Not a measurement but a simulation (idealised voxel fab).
Process module in this document: voxel transistor to metal
This is section cut - it's 175 nm across, gridded in 5 nm square cells.
Reading order for cross-sections: top band down to bottom band. Underlying form: a grid of square cells. Band size: one or more rows of cells.
A band entry consists of two parts. The first gives the height of the band's top and the height of its bottom, in nm. The rest lists the band's materials from left to right, each with its width in nm. A single material labelled with the word "full width" fills the band from edge to edge, and the word "blank" marks empty space.
The level at which height equals 0 is the one under which the wafer, as it arrives, is entirely one material. No lower edge exists for the bottom band, which continues downward and is notated as in "from 0 down".
The two numbers in a width such as "30..40" mark its ends across the band: the first belongs to the top row of cells, the second to the bottom row, and from each row to the next the width moves by the same amount.
You'll sometimes find "no alterations made" written for a step, and that's the way of saying that nowhere in the cross-section did a cell change during that step.
Heads up: "Unvented voids" only lists the empty pockets with no open path to the top that are 8 cells or more, and it writes them as width x height at distance, distance from the left edge, in nm.
Text after the settings on a step's line: the simulator's own remark on that step.
A step line may carry the setting "overlay nm", which, for steps involving a mask, states the distance by which the mask lay to the right of its intended position; negative values denote displacement to the left.
**Steps in the process plan**
| 1 | RECEIVE,material Si |
| 2 | CONFORMAL_DEP,material SiO2,thk nm 5 |
| 3 | CONFORMAL_DEP,material SiN,thk nm 15 |
| 4 | PATTERN,tone cover,mask id ACTIVE,material resist,width nm 105,thk nm 20,overlay nm 0 |
| 5 | DIRECTIONAL_ETCH,etch materials SiN,depth nm 15 |
| 6 | DIRECTIONAL_ETCH,etch materials SiO2,depth nm 5 |
| 7 | DIRECTIONAL_ETCH,etch materials Si,depth nm 25 |
| 8 | STRIP,etch materials resist |
| 9 | FILL_DEP,material SiO2,thk nm 15 |
| 10 | CMP,height nm 20 |
| 11 | SELECTIVE_ETCH,etch materials SiO2,depth nm 5 |
| 12 | STRIP,etch materials SiN |
| 13 | SELECTIVE_ETCH,etch materials SiO2,depth nm 5 |
| 14 | OXIDIZE,depth nm 5 |
| 15 | DIRECTIONAL_DEP,material polySi,thk nm 20 |
| 16 | DIRECTIONAL_DEP,material SiCN,thk nm 10 |
| 17 | DIRECTIONAL_DEP,material aC,thk nm 15 |
| 18 | PATTERN,tone cover,mask id GATE,material resist,width nm 25,thk nm 30,overlay nm 0 |
| 19 | DIRECTIONAL_ETCH,etch materials aC,depth nm 15 |
| 20 | STRIP,etch materials resist |
| 21 | DIRECTIONAL_ETCH,etch materials SiCN,depth nm 20 |
| 22 | DIRECTIONAL_ETCH,etch materials polySi,depth nm 30 |
| 23 | STRIP,etch materials aC |
| 24 | CONFORMAL_DEP,material SiN,thk nm 5 |
| 25 | DIRECTIONAL_ETCH,etch materials SiN,depth nm 5 |
| 26 | DIRECTIONAL_ETCH,etch materials SiO2,depth nm 5 |
| 27 | EPI,material SiGe,thk nm 5 |
| 28 | FILL_DEP,material SiO2,thk nm 5 |
| 29 | CMP,height nm 20 |
| 30 | STRIP,etch materials polySi |
| 31 | SELECTIVE_ETCH,etch materials SiO2,depth nm 5 |
| 32 | CONFORMAL_DEP,material HfO2,thk nm 5 |
| 33 | CONFORMAL_DEP,material TiN,thk nm 5 |
| 34 | FILL_DEP,material W,thk nm 5 |
| 35 | CMP,height nm 15 |
| 36 | DIRECTIONAL_DEP,material SiO2,thk nm 10 |
| 37 | DIRECTIONAL_DEP,material aC,thk nm 15 |
| 38 | PATTERN,tone open,mask id CONTACT,material resist,width nm 20,pitch nm 75,thk nm 30,overlay nm 0 |
| 39 | DIRECTIONAL_ETCH,etch materials aC,depth nm 15 |
| 40 | STRIP,etch materials resist |
| 41 | DIRECTIONAL_ETCH,etch materials SiO2,depth nm 25 |
| 42 | STRIP,etch materials aC |
| 43 | CONFORMAL_DEP,material TiN,thk nm 5 |
| 44 | FILL_DEP,material W,thk nm 5 |
| 45 | CMP,height nm 25 |
| 46 | CONFORMAL_DEP,material SiCN,thk nm 5 |
| 47 | DIRECTIONAL_DEP,material lowk,thk nm 15 |
| 48 | PATTERN,tone open,mask id METAL_1,material resist,width nm 20,pitch nm 75,thk nm 15,overlay nm 0 |
| 49 | DIRECTIONAL_ETCH,etch materials lowk,depth nm 15 |
| 50 | DIRECTIONAL_ETCH,etch materials SiCN,depth nm 5 |
| 51 | STRIP,etch materials resist |
| 52 | CONFORMAL_DEP,material TiN,thk nm 5 |
| 53 | FILL_DEP,material Ru,thk nm 10 |
| 54 | CMP,height nm 45 |
| 55 | CONFORMAL_DEP,material SiCN,thk nm 5 |
| 56 | DIRECTIONAL_DEP,material lowk,thk nm 25 |
| 57 | DIRECTIONAL_DEP,material aC,thk nm 10 |
| 58 | PATTERN,tone open,mask id METAL_2,material resist,width nm 20,pitch nm 75,thk nm 25,overlay nm 0 |
| 59 | DIRECTIONAL_ETCH,etch materials aC,depth nm 10 |
| 60 | STRIP,etch materials resist |
| 61 | DIRECTIONAL_ETCH,etch materials lowk,depth nm 15 |
| 62 | STRIP,etch materials aC |
| 63 | PATTERN,tone open,mask id METAL_2_HOLES,material resist,width nm 15,pitch nm 75,thk nm 20,overlay nm 0 |
| 64 | DIRECTIONAL_ETCH,etch materials lowk,depth nm 10 |
| 65 | DIRECTIONAL_ETCH,etch materials SiCN,depth nm 5 |
| 66 | STRIP,etch materials resist |
| 67 | CONFORMAL_DEP,material TiN,thk nm 5 |
| 68 | FILL_DEP,material Ru,thk nm 5 |
| 69 | CMP,height nm 75 |
| 70 | CONFORMAL_DEP,material SiCN,thk nm 5 |
**Cross-section of the wafer as it came to us, i.e., already through step 1**
	from 0 down: Si full width
	Unvented voids: none
**Figure: cross-sectional view of the wafer upon completion of the module, processed from the initial state and according to the plan depicted above, with one error introduced during execution**
	from 80 to 75: SiCN full width
	from 75 to 65: 40 of lowk | 5 of TiN | 10 of Ru | 5 of TiN | 55 of lowk | 5 of TiN | 10 of Ru | 5 of TiN | 40 of lowk
	from 65 to 60: 40 of lowk | 5 of TiN | 5 of Ru | 10 of TiN | 55 of lowk | 5 of TiN | 5 of Ru | 10 of TiN | 40 of lowk
	from 60 to 50: 40 of lowk | 5 of TiN | 5 of Ru | 5 of TiN | 60 of lowk | 5 of TiN | 5 of Ru | 5 of TiN | 45 of lowk
	from 50 to 45: 40 of SiCN | 15 of TiN | 60 of SiCN | 15 of TiN | 45 of SiCN
	from 45 to 30: 40 of lowk | 5 of TiN | 10 of Ru | 5 of TiN | 55 of lowk | 5 of TiN | 10 of Ru | 5 of TiN | 40 of lowk
	from 30 to 25: 40 of SiCN | 20 of TiN | 55 of SiCN | 20 of TiN | 40 of SiCN
	from 25 to 15: 40 of SiO2 | 5 of TiN | 10 of W | 5 of TiN | 55 of SiO2 | 5 of TiN | 10 of W | 5 of TiN | 40 of SiO2
	from 15 to 10: 40 of SiO2 | 5 of TiN | 10 of W | 5 of TiN | 10 of SiO2 | 5 of SiN | 5 of TiN | 15 of W | 5 of TiN | 5 of SiN | 10 of SiO2 | 5 of TiN | 10 of W | 5 of TiN | 40 of SiO2
	from 10 to 5: 30 of SiO2 | 5 of SiN | 5 of SiO2 | 5 of TiN | 10 of W | 5 of TiN | 10 of SiO2 | 5 of SiN | 5 of TiN | 15 of W | 5 of TiN | 5 of SiN | 10 of SiO2 | 5 of TiN | 10 of W | 5 of TiN | 5 of SiO2 | 5 of SiN | 30 of SiO2
	from 5 to 0: 30 of SiO2 | 5 of SiN | 5 of SiO2 | 20 of TiN | 10 of SiO2 | 5 of SiN | 5 of TiN | 15 of W | 5 of TiN | 5 of SiN | 10 of SiO2 | 20 of TiN | 5 of SiO2 | 5 of SiN | 30 of SiO2
	from 0 to -5: 35 of SiO2 | 35 of SiGe | 35 of TiN | 35 of SiGe | 35 of SiO2
	from -5 to -25: 35 of SiO2 | 105 of Si | 35 of SiO2
	from -25 down: Si full width
	Unvented voids: none
Which mistake was made when the wafer was run? step 32 of the plan did not run at all; it was left out
